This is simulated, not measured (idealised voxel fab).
Process module under the name voxel spacer lines
The figure presents cross-section cut, which has a width of 160 nm and is divided into square cells with an edge length of 5 nm.
Cross-sections here: square-cell grids, written as top-down lists of bands, a band being one or more rows of cells. A band entry consists of two parts. The first gives the height of the band's top and the height of its bottom, in nm. The rest lists the band's materials from left to right, each with its width in nm. A single material labelled with the word "all across" fills the band from edge to edge, and the word "air" marks empty space. Ref level 0: as-received wafer is one material below here. Bottom band extends down with no lower bound ("0 down"). Read "30->40" as a graded width: first number on top, second number at the bottom, same change between each pair of neighbouring rows. Reading "everything unchanged" for a step: not a cell of the cross-section changed in it. What "Trapped void list" gives you is every empty space of 8 cells or more that is cut off from the top. Each appears as width x height at distance, with the distance taken from the left edge and width, height and distance all in nm. It should be noted that, on the line of a given step, the content following the step's settings is a remark produced by the simulator itself with respect to that step. overlay nm: mask right of planned place by this much (step with mask). Neg. = left.

Steps in the process plan:
step 1: RECEIVE (material Si)
step 2: CONFORMAL_DEP (material Al2O3; thk nm 5)
step 3: DIRECTIONAL_DEP (material W; thk nm 15)
step 4: DIRECTIONAL_DEP (material aC; thk nm 20)
step 5: PATTERN (tone cover; mask id MANDREL; material resist; width nm 20; pitch nm 60; thk nm 25; overlay nm 0)
step 6: DIRECTIONAL_ETCH (etch materials aC; depth nm 20)
step 7: STRIP (etch materials resist)
step 8: CONFORMAL_DEP (material SiO2; thk nm 10)
step 9: DIRECTIONAL_ETCH (etch materials SiO2; depth nm 10)
step 10: STRIP (etch materials aC)
step 11: DIRECTIONAL_ETCH (etch materials W; depth nm 15)
step 12: STRIP (etch materials SiO2)

First of two wafers - as planned:

Wafer cross-section on receipt, i.e. after step 1:
	0 down | Si all across
	Trapped void list: none

After step 2:
	5 to 0 | Al2O3 all across
	Heights below 0 show no change.

After step 3:
	20 to 5 | W all across
	Heights below 5 show no change.

After step 4:
	40 to 20 | aC all across
	Heights below 20 show no change.

After step 5:
	65 to 40 | air=40  resist=20  air=40  resist=20  air=40
	Heights below 40 show no change.

After step 6:
	45 to 40 | air=40  resist=20  air=40  resist=20  air=40
	40 to 20 | air=40  aC=20  air=40  aC=20  air=40
	Heights below 20 show no change.

After step 7:
	40 to 20 | air=40  aC=20  air=40  aC=20  air=40
	Heights below 20 show no change.

After step 8:
	50 to 40 | air=30  SiO2=40  air=20  SiO2=40  air=30
	40 to 30 | air=30  SiO2=10  aC=20  SiO2=10  air=20  SiO2=10  aC=20  SiO2=10  air=30
	30 to 20 | SiO2=40  aC=20  SiO2=40  aC=20  SiO2=40
	Heights below 20 show no change.

After step 9:
	40 to 20 | air=30  SiO2=10  aC=20  SiO2=10  air=20  SiO2=10  aC=20  SiO2=10  air=30
	Heights below 20 show no change.

After step 10:
	40 to 20 | air=30  SiO2=10  air=20  SiO2=10  air=20  SiO2=10  air=20  SiO2=10  air=30
	Heights below 20 show no change.

After step 11:
	40 to 20 | air=30  SiO2=10  air=20  SiO2=10  air=20  SiO2=10  air=20  SiO2=10  air=30
	20 to 5 | air=30  W=10  air=20  W=10  air=20  W=10  air=20  W=10  air=30
	Heights below 5 show no change.

After step 12:
	20 to 5 | air=30  W=10  air=20  W=10  air=20  W=10  air=20  W=10  air=30
	Heights below 5 show no change.

Second wafer: like start, like plan, one mistake. Through step 1 it matches the first wafer:

Second wafer, cross-section, planned end of step 2:
	5 to 0 | aC all across
	Heights below 0 show no change.

Second wafer, cross-section, planned end of step 3:
	20 to 5 | W all across
	Heights below 5 show no change.

Second wafer, cross-section, planned end of step 4:
	40 to 20 | aC all across
	Heights below 20 show no change.

Second wafer, cross-section, planned end of step 5:
	65 to 40 | air=40  resist=20  air=40  resist=20  air=40
	Heights below 40 show no change.

Second wafer, cross-section, planned end of step 6:
	45 to 40 | air=40  resist=20  air=40  resist=20  air=40
	40 to 20 | air=40  aC=20  air=40  aC=20  air=40
	Heights below 20 show no change.

Second wafer, cross-section, planned end of step 7:
	40 to 20 | air=40  aC=20  air=40  aC=20  air=40
	Heights below 20 show no change.

Second wafer, cross-section, planned end of step 8:
	50 to 40 | air=30  SiO2=40  air=20  SiO2=40  air=30
	40 to 30 | air=30  SiO2=10  aC=20  SiO2=10  air=20  SiO2=10  aC=20  SiO2=10  air=30
	30 to 20 | SiO2=40  aC=20  SiO2=40  aC=20  SiO2=40
	Heights below 20 show no change.

Second wafer, cross-section, planned end of step 9:
	40 to 20 | air=30  SiO2=10  aC=20  SiO2=10  air=20  SiO2=10  aC=20  SiO2=10  air=30
	Heights below 20 show no change.

Second wafer, cross-section, planned end of step 10:
	40 to 20 | air=30  SiO2=10  air=20  SiO2=10  air=20  SiO2=10  air=20  SiO2=10  air=30
	Heights below 20 show no change.

Second wafer, cross-section, planned end of step 11:
	40 to 20 | air=30  SiO2=10  air=20  SiO2=10  air=20  SiO2=10  air=20  SiO2=10  air=30
	20 to 5 | air=30  W=10  air=20  W=10  air=20  W=10  air=20  W=10  air=30
	Heights below 5 show no change.

Second wafer, cross-section, planned end of step 12:
	20 to 5 | air=30  W=10  air=20  W=10  air=20  W=10  air=20  W=10  air=30
	Heights below 5 show no change.
Deviation noted in wafer processing: not per plan at step 2, really ran CONFORMAL_DEP (material aC; thk nm 5)
Upon completion, the second wafer contains, in terms of cells, a greater or smaller amount of certain materials than the first wafer: Al2O3: 32 fewer | aC: 32 more
